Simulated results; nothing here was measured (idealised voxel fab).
This is a process module. Its name is voxel released beams.
265 nm wide, 5 nm square cells: that's cross-section cut.
Cross-section layout: square cells on a grid; listed as bands, top to bottom; a band spans one or more cell rows.
The band entry comprises the height of the band's top followed by the height of its bottom, expressed in nm, and subsequently the band's materials from left to right, each stated together with its width in nm. Where a single material is marked with the word "full width", that material fills the band from edge to edge. The word "empty" represents empty space.
Where do heights start? At 0: under that level the wafer as delivered is made of one material only. And the lowest band has no floor; it just carries on downward, as in "0 nm and below".
Think of "30..40" as a width that walks from the first number to the second as you go down the band, top row to bottom row, taking equal-sized steps from row to row.
For the purposes of this document, the phrase "no change" attached to a step denotes that no cell within the cross-section was modified by that step.
Any empty space of 8 cells or more lacking an open way to the top shows up in "closed voids" as width x height at distance, distance from the left edge, in nm.
Heads up: the bit after the settings on a step's line is the simulator's remark on that step.
"overlay nm" on a masked step: distance the mask lay right of its planned place, negative for left.

**Below is the list of planned process steps**
1. RECEIVE | material Si
2. CONFORMAL_DEP | material Al2O3 | thk nm 10
3. DIRECTIONAL_DEP | material SiO2 | thk nm 10
4. MASKED_ETCH | tone open | mask id ANCHOR | width nm 40 | etch materials SiO2 | depth nm 10 | overlay nm 0
5. CONFORMAL_DEP | material W | thk nm 15
6. MASKED_ETCH | tone cover | mask id BEAM | width nm 90 | etch materials W | depth nm 15 | overlay nm 0
7. STRIP | etch materials SiO2

**Incoming wafer, cross-sectional view, post step 1**
> 0 nm and below: Si full width
> closed voids: none

**Below is the wafer in cross-section after the module was completed. It began from the starting point shown above and followed the plan shown above, except that one mistake was made while running it**
> 35 nm to 25 nm: 85 nm empty / 25 nm W / 10 nm empty / 55 nm W / 90 nm empty
> 25 nm to 20 nm: 85 nm empty / 90 nm W / 90 nm empty
> 20 nm to 10 nm: 95 nm empty / 40 nm W / 130 nm empty
> 10 nm to 0 nm: Al2O3 full width
> 0 nm and below: Si full width
> closed voids: none
Plan not followed: step 4 went in with a setting other than planned; the actual run was MASKED_ETCH | tone open | mask id ANCHOR | width nm 40 | etch materials SiO2 | depth nm 10 | overlay nm 5
